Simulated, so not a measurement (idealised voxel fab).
This section sets out a process module, namely voxel lift off.
Pictured: cross-section cut, 295 nm wide, on a grid of 5 nm square cells.
Heads up, the way a cross-section reads in here is a grid of square cells, handed over as bands from the top down, with every band being one or more rows of cells.
Read a band's entry like this: the first values are the height of its top and the height of its bottom in nm, and what follows is the sequence of materials from left to right, each with its width in nm. Note that "blank" is empty space, and that a single material marked "all across" reaches across the band from edge to edge.
Measure heights from 0. That's the level where, below it, the as-received wafer is all one material. The lowest band is bottomless and extends downward; write it as in "0 and below".
Top row gets the first number, bottom row gets the second, and each row in between changes by the same step: that is how a band width like "30..40" works.
"nothing got changed" for a step: no cell of the cross-section changed in that step.
You'll see "Catalogued sealed voids" listing empty spaces that have no way open to the top, as long as they're 8 cells or more; the notation is width x height at distance, where the distance is from the left edge, and all of it is in nm.
Whatever follows a step's settings on its line is a remark the simulator itself makes about that step.
The "overlay nm" setting may appear on a step's line; for a step that uses a mask, it gives how far to the right of its planned position the mask lay, and a negative value indicates the left.
LISTED BELOW ARE THE PROCESS STEPS AS PLANNED
1: RECEIVE [material Si]
2: CONFORMAL_DEP [material SiO2] [thk nm 15]
3: PATTERN [tone open] [mask id LINES] [material resist] [width nm 15] [pitch nm 35] [thk nm 25] [overlay nm -15]
4: DIRECTIONAL_DEP [material Ru] [thk nm 15]
5: STRIP [etch materials resist]
6: CONFORMAL_DEP [material SiN] [thk nm 5]
Heads up: all these wafers start the same, and what changes between them is the overlay nm in step 3. The value you see in the plan is just what the first wafer got.
THE FIRST OF SEVERAL WAFERS, AS RECEIVED AFTER STEP 1, SEEN IN SECTION
	0 and below = Si all across
	Catalogued sealed voids: none
THE ROWS OF THE TABLE BELOW ARE WAFERS. LOOKING AT THE END OF THE MODULE, A ROW COUNTS, FOR EVERY MATERIAL, THE CELLS THE WAFER HAS GAINED, SHOWN AS (+), OR LOST, SHOWN AS (-), SINCE IT WAS RECEIVED; ITS CLOSED VOIDS COME NEXT
overlay nm -15; +36 Ru; +83 SiN; +177 SiO2; Catalogued sealed voids: none
overlay nm -10; +36 Ru; +83 SiN; +177 SiO2; Catalogued sealed voids: none
overlay nm -5; +36 Ru; +83 SiN; +177 SiO2; Catalogued sealed voids: none
overlay nm 0; +36 Ru; +83 SiN; +177 SiO2; Catalogued sealed voids: none
overlay nm 5; +36 Ru; +83 SiN; +177 SiO2; Catalogued sealed voids: none
overlay nm 10; +36 Ru; +83 SiN; +177 SiO2; Catalogued sealed voids: none
overlay nm 15; +36 Ru; +83 SiN; +177 SiO2; Catalogued sealed voids: none
